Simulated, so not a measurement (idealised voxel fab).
This section sets out a process module, namely voxel self aligned contacts.
It is cross-section cut that appears here, measuring 175 nm in width, its square cells being 5 nm in size.
Cross-section, as written here: a square-cell grid given band by band from the top down, where a band holds one or more rows of cells. The entry gives the band's vertical extent as a top height and a bottom height in nm, then its horizontal make-up as materials from left to right, each with a width in nm. "blank" stands for empty space; a single material marked "edge to edge" fills the band edge to edge. All heights in this document are referenced to 0, defined as the level beneath which the wafer, as received, consists entirely of one material. The lowest band is not bounded below; it extends indefinitely downward and is written in the form "from 0 down". Per-row width for "30->40": begins at first number (top row of band), ends at second number (bottom row), increment between rows held constant. What does "remained the same" mean for a step? It means no cell of the cross-section changed in that step. "Voids, enclosed": empty spaces of 8 cells or more with no open way to the top, each given as width x height at distance, distance from the left edge, all in nm. Past the settings on a step's line: simulator remark, on that step. On any step carrying a mask, the "overlay nm" setting, if present on the step's line, tells how far right of its planned place the mask lay; negative values point to the left.
The planned process steps are enumerated hereunder
1. RECEIVE,material Si
2. OXIDIZE,depth nm 5
3. DIRECTIONAL_DEP,material polySi,thk nm 25
4. DIRECTIONAL_DEP,material SiN,thk nm 20
5. MASKED_ETCH,tone cover,mask id GATE,width nm 25,pitch nm 65,etch materials SiN,depth nm 20,overlay nm 0
6. MASKED_ETCH,tone cover,mask id GATE,width nm 25,pitch nm 65,etch materials polySi,depth nm 25,overlay nm -15
7. CONFORMAL_DEP,material SiN,thk nm 10
8. DIRECTIONAL_ETCH,etch materials SiN,depth nm 10
9. FILL_DEP,material SiO2,thk nm 10
10. CMP,height nm 50
11. PATTERN,tone open,mask id CONTACT,material resist,width nm 50,thk nm 15,overlay nm 0
12. DIRECTIONAL_ETCH,etch materials SiO2,depth nm 55
13. STRIP,etch materials resist
14. CONFORMAL_DEP,material TiN,thk nm 5
15. FILL_DEP,material W,thk nm 10
16. CMP,height nm 50
17. CONFORMAL_DEP,material SiCN,thk nm 5
For clarity, it should be stated that the wafers under discussion commence in an identical condition and differ with respect to the overlay nm of step 6, the plan indicating the value that the first wafer had.
The first of several wafers, as received after step 1, seen in section
    from 0 down: Si edge to edge
    Voids, enclosed: none
Table: wafers, a row each; end-of-module cell change per material since receipt, gain (+), loss (-); then closed voids
overlay nm -15, -35 Si, +35 SiCN, +112 SiN, +161 SiO2, +24 TiN, +8 W, +80 polySi, Voids, enclosed: none
overlay nm -10, -35 Si, +35 SiCN, +112 SiN, +165 SiO2, +30 TiN, +8 W, +70 polySi, Voids, enclosed: none
overlay nm -5, -35 Si, +35 SiCN, +112 SiN, +169 SiO2, +30 TiN, +14 W, +60 polySi, Voids, enclosed: none
overlay nm 0, -35 Si, +35 SiCN, +112 SiN, +173 SiO2, +30 TiN, +20 W, +50 polySi, Voids, enclosed: none
overlay nm 5, -35 Si, +35 SiCN, +112 SiN, +169 SiO2, +30 TiN, +14 W, +60 polySi, Voids, enclosed: none
overlay nm 10, -35 Si, +35 SiCN, +112 SiN, +165 SiO2, +30 TiN, +8 W, +70 polySi, Voids, enclosed: none
overlay nm 15, -35 Si, +35 SiCN, +112 SiN, +161 SiO2, +24 TiN, +8 W, +80 polySi, Voids, enclosed: none
